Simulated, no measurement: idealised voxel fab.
process module | voxel spacer lines
cross-section cut | 285 nm wide | cells 5 nm
A cross-section is a grid of square cells, given in bands from the top down. A band is one or more rows of cells.
Each band's line starts with the height of the band's top and of its bottom, in nm. Then come its materials from left to right, each with its width in nm. One material with "throughout" fills the band from edge to edge. "air" is empty space.
Height 0 is the level under which the wafer as received is all one material. The lowest band goes on downwards, as in "0 down".
A width such as "30 to 40" changes by the same amount from each row of cells to the next, from the band's top row to its bottom row.
"no change" after a step means that no cell of the cross-section changed.
closed voids: empty space of 8 cells or more with no open way to the top, each as width x height at its distance from the left edge, in nm
after a step's settings: what the simulator itself notes on the step
overlay nm, on a step with a mask: how far to the right of its planned place the mask lay; to the left if negative
plan
1 op RECEIVE | material Si
2 op CONFORMAL_DEP | material Al2O3 | thk nm 10
3 op DIRECTIONAL_DEP | material W | thk nm 10
4 op DIRECTIONAL_DEP | material polySi | thk nm 30
5 op PATTERN | tone cover | mask id MANDREL | material resist | width nm 20 | pitch nm 60 | thk nm 40 | overlay nm 0
6 op DIRECTIONAL_ETCH | etch materials polySi | depth nm 30
7 op STRIP | etch materials resist
8 op CONFORMAL_DEP | material SiO2 | thk nm 10
9 op DIRECTIONAL_ETCH | etch materials SiO2 | depth nm 10
10 op STRIP | etch materials polySi
11 op DIRECTIONAL_ETCH | etch materials W | depth nm 10
12 op STRIP | etch materials SiO2
first wafer, as planned
as received, after step 1
  0 down: Si throughout
  closed voids: none
after step 2
  10 to 0: Al2O3 throughout
  below 0: unchanged
after step 3
  20 to 10: W throughout
  below 10: unchanged
after step 4
  50 to 20: polySi throughout
  below 20: unchanged
after step 5
  90 to 50: air 100 | resist 20 | air 40 | resist 20 | air 105
  below 50: unchanged
after step 6
  90 to 50: air 100 | resist 20 | air 40 | resist 20 | air 105
  50 to 20: air 100 | polySi 20 | air 40 | polySi 20 | air 105
  below 20: unchanged
after step 7
  50 to 20: air 100 | polySi 20 | air 40 | polySi 20 | air 105
  below 20: unchanged
after step 8
  60 to 50: air 90 | SiO2 40 | air 20 | SiO2 40 | air 95
  50 to 30: air 90 | SiO2 10 | polySi 20 | SiO2 10 | air 20 | SiO2 10 | polySi 20 | SiO2 10 | air 95
  30 to 20: SiO2 100 | polySi 20 | SiO2 40 | polySi 20 | SiO2 105
  below 20: unchanged
after step 9
  50 to 20: air 90 | SiO2 10 | polySi 20 | SiO2 10 | air 20 | SiO2 10 | polySi 20 | SiO2 10 | air 95
  below 20: unchanged
after step 10
  50 to 20: air 90 | SiO2 10 | air 20 | SiO2 10 | air 20 | SiO2 10 | air 20 | SiO2 10 | air 95
  below 20: unchanged
after step 11
  50 to 20: air 90 | SiO2 10 | air 20 | SiO2 10 | air 20 | SiO2 10 | air 20 | SiO2 10 | air 95
  20 to 10: air 90 | W 10 | air 20 | W 10 | air 20 | W 10 | air 20 | W 10 | air 95
  below 10: unchanged
after step 12
  20 to 10: air 90 | W 10 | air 20 | W 10 | air 20 | W 10 | air 20 | W 10 | air 95
  below 10: unchanged
second wafer: like start, like plan, one mistake. Through step 7 it matches the first wafer
when step 8 should have ended
  55 to 50: air 95 | SiO2 30 | air 30 | SiO2 30 | air 100
  50 to 25: air 95 | SiO2 5 | polySi 20 | SiO2 5 | air 30 | SiO2 5 | polySi 20 | SiO2 5 | air 100
  25 to 20: SiO2 100 | polySi 20 | SiO2 40 | polySi 20 | SiO2 105
  below 20: unchanged
when step 9 should have ended
  50 to 45: air 100 | polySi 20 | air 40 | polySi 20 | air 105
  45 to 20: air 95 | SiO2 5 | polySi 20 | SiO2 5 | air 30 | SiO2 5 | polySi 20 | SiO2 5 | air 100
  below 20: unchanged
when step 10 should have ended
  45 to 20: air 95 | SiO2 5 | air 20 | SiO2 5 | air 30 | SiO2 5 | air 20 | SiO2 5 | air 100
  below 20: unchanged
when step 11 should have ended
  45 to 20: air 95 | SiO2 5 | air 20 | SiO2 5 | air 30 | SiO2 5 | air 20 | SiO2 5 | air 100
  20 to 10: air 95 | W 5 | air 20 | W 5 | air 30 | W 5 | air 20 | W 5 | air 100
  below 10: unchanged
when step 12 should have ended
  20 to 10: air 95 | W 5 | air 20 | W 5 | air 30 | W 5 | air 20 | W 5 | air 100
  below 10: unchanged
what went wrong: step 8 ran as: op CONFORMAL_DEP | material SiO2 | thk nm 5
at the end the second wafer has, in cells: 8 fewer of W
